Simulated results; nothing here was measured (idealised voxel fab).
voxel local oxidation: a process module
For reference, the cross-section in this document is cut, with width 210 nm and square cells of 5 nm.
Format of a cross-section: grid, square cells. Given as bands. Order: top down. Band: one or more rows of cells.
Basically the band line says how high the top is and how high the bottom is, in nm, and then what's in it from left to right, every material with its width in nm. Empty space shows up as "empty", and if a single material carries "everywhere" it runs the full band edge to edge.
Height reference: 0 = level under which incoming wafer is all one material. Lowest band: no bottom, runs on downward, e.g. "0 -> down".
The width entry "30..40" should be interpreted row by row: the top row of cells in the band takes the first number, the bottom row takes the second number, and the change between adjacent rows is uniform throughout.
Basically "everything unchanged" means that step didn't change any cell in the cross-section.
Closed empty spaces (no open way to the top) of 8 cells or more are what "Enclosed voids" lists, each as width x height at distance from the left edge, nm for all three.
Where a step's line continues beyond its settings, the continuation is a remark by the simulator itself on that step.
overlay nm: how far to the right of its planned place the mask lay on this masked step (negative: to the left).
-- plan
1: RECEIVE [material Si]
2: OXIDIZE [depth nm 5]
3: CONFORMAL_DEP [material SiN] [thk nm 15]
4: MASKED_ETCH [tone cover] [mask id ACTIVE] [width nm 95] [etch materials SiN] [depth nm 15] [overlay nm 0]
5: SELECTIVE_ETCH [etch materials SiO2] [depth nm 5]
6: OXIDIZE [depth nm 15]
7: STRIP [etch materials SiN]
-- The first of two wafers, run as planned
-- Cross-section: wafer on arrival = after step 1
    0 -> down: Si everywhere
    Enclosed voids: none
-- How the wafer stands in section after step 2
    0 -> -5: SiO2 everywhere
    Below -5 it's all the same as before, nothing changed down there.
-- How the wafer stands in section after step 3
    15 -> 0: SiN everywhere
    Below 0 it's all the same as before, nothing changed down there.
-- How the wafer stands in section after step 4
    15 -> 0: empty=55  SiN=95  empty=60
    Below 0 it's all the same as before, nothing changed down there.
-- How the wafer stands in section after step 5
    15 -> 0: empty=55  SiN=95  empty=60
    0 -> -5: empty=60  SiO2=85  empty=65
    Below -5 it's all the same as before, nothing changed down there.
-- How the wafer stands in section after step 6
    15 -> 0: empty=55  SiN=95  empty=60
    0 -> -5: empty=60  SiO2=85  empty=65
    -5 -> -20: SiO2=75  Si=55  SiO2=80
    Below -20 it's all the same as before, nothing changed down there.
-- How the wafer stands in section after step 7
    0 -> -5: empty=60  SiO2=85  empty=65
    Below -5 it's all the same as before, nothing changed down there.
-- The Second Wafer: Common Origin and Plan, One Mistake in Execution, Identical to the First Through Step 3
-- Second wafer, sectioned view, at step 4's planned end time
    15 -> 0: empty=50  SiN=105  empty=55
    Below 0 it's all the same as before, nothing changed down there.
-- Second wafer, sectioned view, at step 5's planned end time
    15 -> 0: empty=50  SiN=105  empty=55
    0 -> -5: empty=55  SiO2=95  empty=60
    Below -5 it's all the same as before, nothing changed down there.
-- Second wafer, sectioned view, at step 6's planned end time
    15 -> 0: empty=50  SiN=105  empty=55
    0 -> -5: empty=55  SiO2=95  empty=60
    -5 -> -20: SiO2=70  Si=65  SiO2=75
    Below -20 it's all the same as before, nothing changed down there.
-- Second wafer, sectioned view, at step 7's planned end time
    0 -> -5: empty=55  SiO2=95  empty=60
    Below -5 it's all the same as before, nothing changed down there.
In executing the process, a mistake was made relative to the plan: so step 4 ended up running with a different setting than we planned, it ran as MASKED_ETCH [tone cover] [mask id ACTIVE] [width nm 105] [etch materials SiN] [depth nm 15] [overlay nm 0]
Final wafer comparison in cells, second versus first, more or fewer per material: +6 Si, -4 SiO2
